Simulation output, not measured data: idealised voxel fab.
A process module follows: voxel ribs on slabs.
The figure presents cross-section cut, which has a width of 290 nm and is divided into square cells with an edge length of 5 nm.
Reading order for cross-sections: top band down to bottom band. Underlying form: a grid of square cells. Band size: one or more rows of cells.
Band: top height; bottom height; in nm. Then, left to right: material with width in nm, for each material. "all across": a single material spanning edge to edge. "empty": empty space.
Height 0 is the level under which the wafer as received is all one material. The lowest band goes on downwards, as in "top 0, no bottom".
Read "30->40" as a graded width: first number on top, second number at the bottom, same change between each pair of neighbouring rows.
The cross-section has no changed cell in any step marked "no alterations made".
The entry "Cavities, sealed" lists the empty spaces that cover at least 8 cells and have no open path to the top. Each is written as width x height at distance, where the distance is measured from the left edge and all three values are in nm.
Step line, after settings: the simulator's comment on this step.
overlay nm: on a step with a mask, how far right of its planned place the mask lay; negative means left.
### The following list gives the planned process steps
step 1: op RECEIVE | material Si
step 2: op DIRECTIONAL_DEP | material SiO2 | thk nm 25
step 3: op DIRECTIONAL_DEP | material SiN | thk nm 15
step 4: op DIRECTIONAL_DEP | material aC | thk nm 15
step 5: op PATTERN | tone cover | mask id RIB | material resist | width nm 25 | thk nm 30 | overlay nm 0
step 6: op DIRECTIONAL_ETCH | etch materials aC | depth nm 15
step 7: op STRIP | etch materials resist
step 8: op DIRECTIONAL_ETCH | etch materials SiN | depth nm 10
step 9: op STRIP | etch materials aC
step 10: op DIRECTIONAL_DEP | material aC | thk nm 10
step 11: op PATTERN | tone cover | mask id SLAB | material resist | width nm 85 | thk nm 25 | overlay nm 0
step 12: op DIRECTIONAL_ETCH | etch materials aC | depth nm 10
step 13: op STRIP | etch materials resist
step 14: op DIRECTIONAL_ETCH | etch materials SiN | depth nm 5
step 15: op STRIP | etch materials aC
step 16: op FILL_DEP | material SiO2 | thk nm 15
step 17: op CMP | height nm 50
step 18: op DIRECTIONAL_DEP | material TiN | thk nm 10
step 19: op DIRECTIONAL_DEP | material aC | thk nm 15
step 20: op PATTERN | tone cover | mask id HEATER | material resist | width nm 25 | thk nm 30 | overlay nm 0
step 21: op DIRECTIONAL_ETCH | etch materials aC | depth nm 15
step 22: op STRIP | etch materials resist
step 23: op DIRECTIONAL_ETCH | etch materials TiN | depth nm 10
step 24: op STRIP | etch materials aC
step 25: op CONFORMAL_DEP | material SiN | thk nm 10
The wafers in this document start out alike and differ in the width nm applied at step 20; the plan shows the value used for the first wafer.
### Received condition of the first of several wafers, sectioned: post-step 1
top 0, no bottom = Si all across
Cavities, sealed: none
### Quick key for the table: a row per wafer, taken at the end of the module. For each material it tells you how many cells the wafer gained (+) or lost (-) since it came in, and the closed voids come after
width nm 25, +151 SiN, +553 SiO2, +10 TiN, Cavities, sealed: none
width nm 30, +151 SiN, +553 SiO2, +12 TiN, Cavities, sealed: none
width nm 35, +151 SiN, +553 SiO2, +14 TiN, Cavities, sealed: none
width nm 40, +151 SiN, +553 SiO2, +16 TiN, Cavities, sealed: none
width nm 45, +151 SiN, +553 SiO2, +18 TiN, Cavities, sealed: none
width nm 50, +151 SiN, +553 SiO2, +20 TiN, Cavities, sealed: none
